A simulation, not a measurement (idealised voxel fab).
Proc. module: voxel ribs on slabs
The cross-section on display is named cut; it measures 235 nm wide, and its cells are 5 nm squares.
Each cross-section below is a grid of square cells, stated as bands in top-down order, with one or more rows of cells making up each band. Heads up on the band format: heights come first, top then bottom, in nm. After that it's the materials left to right, each with its width in nm. A single material flagged "edge to edge" fills the whole band edge to edge, and "blank" means there's empty space there. Heights are reckoned from 0. Under this level, the received wafer is all of one material. The bottommost band is open-ended downward, for example "from 0 down". A width given as "30->40" starts at the first number in the band's top row and ends at the second number in its bottom row, shifting by an equal amount at every step from row to row. "no change" (step): cross-section cells unchanged, all of them. "Closed void inventory" lists enclosed empty spaces (at least 8 cells, no open path upward to the top), each as width x height at distance from the left edge, in nm. If you see something after the settings on a step's line, that's the simulator's own remark about that step. Steps that use a mask can have "overlay nm" on their line. It says how far the mask sat to the right of where it was meant to be. Negative means to the left.

## Here's what the planned process steps look like
step 1: RECEIVE: material Si
step 2: DIRECTIONAL_DEP: material SiO2, thk nm 20
step 3: DIRECTIONAL_DEP: material polySi, thk nm 15
step 4: DIRECTIONAL_DEP: material aC, thk nm 15
step 5: PATTERN: tone cover, mask id RIB, material resist, width nm 30, thk nm 30, overlay nm 0
step 6: DIRECTIONAL_ETCH: etch materials aC, depth nm 15
step 7: STRIP: etch materials resist
step 8: DIRECTIONAL_ETCH: etch materials polySi, depth nm 5
step 9: STRIP: etch materials aC
step 10: MASKED_ETCH: tone cover, mask id SLAB, width nm 80, etch materials polySi, depth nm 10, overlay nm 0
step 11: FILL_DEP: material SiO2, thk nm 30
step 12: CMP: height nm 55
step 13: DIRECTIONAL_DEP: material W, thk nm 5
step 14: DIRECTIONAL_DEP: material aC, thk nm 15
step 15: PATTERN: tone cover, mask id HEATER, material resist, width nm 40, thk nm 30, overlay nm 0
step 16: DIRECTIONAL_ETCH: etch materials aC, depth nm 15
step 17: STRIP: etch materials resist
step 18: DIRECTIONAL_ETCH: etch materials W, depth nm 5
step 19: STRIP: etch materials aC
step 20: CONFORMAL_DEP: material SiO2, thk nm 5

## The first of a set of two wafers, run to plan

## as received, after step 1
from 0 down | Si edge to edge
Closed void inventory: none

## Wafer after step 2 (cross-section)
from 20 to 0 | SiO2 edge to edge
Beneath the level 0, the cross-section is identical to its previous state.

## Wafer after step 3 (cross-section)
from 35 to 20 | polySi edge to edge
Beneath the level 20, the cross-section is identical to its previous state.

## Wafer after step 4 (cross-section)
from 50 to 35 | aC edge to edge
Beneath the level 35, the cross-section is identical to its previous state.

## Wafer after step 5 (cross-section)
from 80 to 50 | 100 nm blank  30 nm resist  105 nm blank
Beneath the level 50, the cross-section is identical to its previous state.

## Wafer after step 6 (cross-section)
from 65 to 50 | 100 nm blank  30 nm resist  105 nm blank
from 50 to 35 | 100 nm blank  30 nm aC  105 nm blank
Beneath the level 35, the cross-section is identical to its previous state.

## Wafer after step 7 (cross-section)
from 50 to 35 | 100 nm blank  30 nm aC  105 nm blank
Beneath the level 35, the cross-section is identical to its previous state.

## Wafer after step 8 (cross-section)
from 50 to 35 | 100 nm blank  30 nm aC  105 nm blank
from 35 to 30 | 100 nm blank  30 nm polySi  105 nm blank
Beneath the level 30, the cross-section is identical to its previous state.

## Wafer after step 9 (cross-section)
from 35 to 30 | 100 nm blank  30 nm polySi  105 nm blank
Beneath the level 30, the cross-section is identical to its previous state.

## Wafer after step 10 (cross-section)
from 35 to 30 | 100 nm blank  30 nm polySi  105 nm blank
from 30 to 20 | 75 nm blank  80 nm polySi  80 nm blank
Beneath the level 20, the cross-section is identical to its previous state.

## Wafer after step 11 (cross-section)
from 65 to 35 | SiO2 edge to edge
from 35 to 30 | 100 nm SiO2  30 nm polySi  105 nm SiO2
from 30 to 20 | 75 nm SiO2  80 nm polySi  80 nm SiO2
Beneath the level 20, the cross-section is identical to its previous state.

## Wafer after step 12 (cross-section)
from 55 to 35 | SiO2 edge to edge
Beneath the level 35, the cross-section is identical to its previous state.

## Wafer after step 13 (cross-section)
from 60 to 55 | W edge to edge
Beneath the level 55, the cross-section is identical to its previous state.

## Wafer after step 14 (cross-section)
from 75 to 60 | aC edge to edge
Beneath the level 60, the cross-section is identical to its previous state.

## Wafer after step 15 (cross-section)
from 105 to 75 | 95 nm blank  40 nm resist  100 nm blank
Beneath the level 75, the cross-section is identical to its previous state.

## Wafer after step 16 (cross-section)
from 90 to 75 | 95 nm blank  40 nm resist  100 nm blank
from 75 to 60 | 95 nm blank  40 nm aC  100 nm blank
Beneath the level 60, the cross-section is identical to its previous state.

## Wafer after step 17 (cross-section)
from 75 to 60 | 95 nm blank  40 nm aC  100 nm blank
Beneath the level 60, the cross-section is identical to its previous state.

## Wafer after step 18 (cross-section)
from 75 to 60 | 95 nm blank  40 nm aC  100 nm blank
from 60 to 55 | 95 nm blank  40 nm W  100 nm blank
Beneath the level 55, the cross-section is identical to its previous state.

## Wafer after step 19 (cross-section)
from 60 to 55 | 95 nm blank  40 nm W  100 nm blank
Beneath the level 55, the cross-section is identical to its previous state.

## Wafer after step 20 (cross-section)
from 65 to 60 | 90 nm blank  50 nm SiO2  95 nm blank
from 60 to 55 | 95 nm SiO2  40 nm W  100 nm SiO2
Beneath the level 55, the cross-section is identical to its previous state.

## Companion wafer, the second of two: same beginning, same intended sequence, one mistake in carrying it out; through step 1 inclusive it tracks the first exactly

## Here is the second wafer in cross-section at the point where step 2 of the plan should have been done
from 40 to 0 | SiO2 edge to edge
Beneath the level 0, the cross-section is identical to its previous state.

## Here is the second wafer in cross-section at the point where step 3 of the plan should have been done
from 55 to 40 | polySi edge to edge
Beneath the level 40, the cross-section is identical to its previous state.

## Here is the second wafer in cross-section at the point where step 4 of the plan should have been done
from 70 to 55 | aC edge to edge
Beneath the level 55, the cross-section is identical to its previous state.

## Here is the second wafer in cross-section at the point where step 5 of the plan should have been done
from 100 to 70 | 100 nm blank  30 nm resist  105 nm blank
Beneath the level 70, the cross-section is identical to its previous state.

## Here is the second wafer in cross-section at the point where step 6 of the plan should have been done
from 85 to 70 | 100 nm blank  30 nm resist  105 nm blank
from 70 to 55 | 100 nm blank  30 nm aC  105 nm blank
Beneath the level 55, the cross-section is identical to its previous state.

## Here is the second wafer in cross-section at the point where step 7 of the plan should have been done
from 70 to 55 | 100 nm blank  30 nm aC  105 nm blank
Beneath the level 55, the cross-section is identical to its previous state.

## Here is the second wafer in cross-section at the point where step 8 of the plan should have been done
from 70 to 55 | 100 nm blank  30 nm aC  105 nm blank
from 55 to 50 | 100 nm blank  30 nm polySi  105 nm blank
Beneath the level 50, the cross-section is identical to its previous state.

## Here is the second wafer in cross-section at the point where step 9 of the plan should have been done
from 55 to 50 | 100 nm blank  30 nm polySi  105 nm blank
Beneath the level 50, the cross-section is identical to its previous state.

## Here is the second wafer in cross-section at the point where step 10 of the plan should have been done
from 55 to 50 | 100 nm blank  30 nm polySi  105 nm blank
from 50 to 40 | 75 nm blank  80 nm polySi  80 nm blank
Beneath the level 40, the cross-section is identical to its previous state.

## Here is the second wafer in cross-section at the point where step 11 of the plan should have been done
from 85 to 55 | SiO2 edge to edge
from 55 to 50 | 100 nm SiO2  30 nm polySi  105 nm SiO2
from 50 to 40 | 75 nm SiO2  80 nm polySi  80 nm SiO2
Beneath the level 40, the cross-section is identical to its previous state.

## Here is the second wafer in cross-section at the point where step 12 of the plan should have been done
from 55 to 50 | 100 nm SiO2  30 nm polySi  105 nm SiO2
Beneath the level 50, the cross-section is identical to its previous state.

## Here is the second wafer in cross-section at the point where step 13 of the plan should have been done
from 60 to 55 | W edge to edge
Beneath the level 55, the cross-section is identical to its previous state.

## Here is the second wafer in cross-section at the point where step 14 of the plan should have been done
from 75 to 60 | aC edge to edge
Beneath the level 60, the cross-section is identical to its previous state.

## Here is the second wafer in cross-section at the point where step 15 of the plan should have been done
from 105 to 75 | 95 nm blank  40 nm resist  100 nm blank
Beneath the level 75, the cross-section is identical to its previous state.

## Here is the second wafer in cross-section at the point where step 16 of the plan should have been done
from 90 to 75 | 95 nm blank  40 nm resist  100 nm blank
from 75 to 60 | 95 nm blank  40 nm aC  100 nm blank
Beneath the level 60, the cross-section is identical to its previous state.

## Here is the second wafer in cross-section at the point where step 17 of the plan should have been done
from 75 to 60 | 95 nm blank  40 nm aC  100 nm blank
Beneath the level 60, the cross-section is identical to its previous state.

## Here is the second wafer in cross-section at the point where step 18 of the plan should have been done
from 75 to 60 | 95 nm blank  40 nm aC  100 nm blank
from 60 to 55 | 95 nm blank  40 nm W  100 nm blank
Beneath the level 55, the cross-section is identical to its previous state.

## Here is the second wafer in cross-section at the point where step 19 of the plan should have been done
from 60 to 55 | 95 nm blank  40 nm W  100 nm blank
Beneath the level 55, the cross-section is identical to its previous state.

## Here is the second wafer in cross-section at the point where step 20 of the plan should have been done
from 65 to 60 | 90 nm blank  50 nm SiO2  95 nm blank
from 60 to 55 | 95 nm SiO2  40 nm W  100 nm SiO2
Beneath the level 55, the cross-section is identical to its previous state.
Against the plan, the run slipped here: the plan's step 2 ran twice
Final state: per-material cell counts identical on both wafers; locations differ.
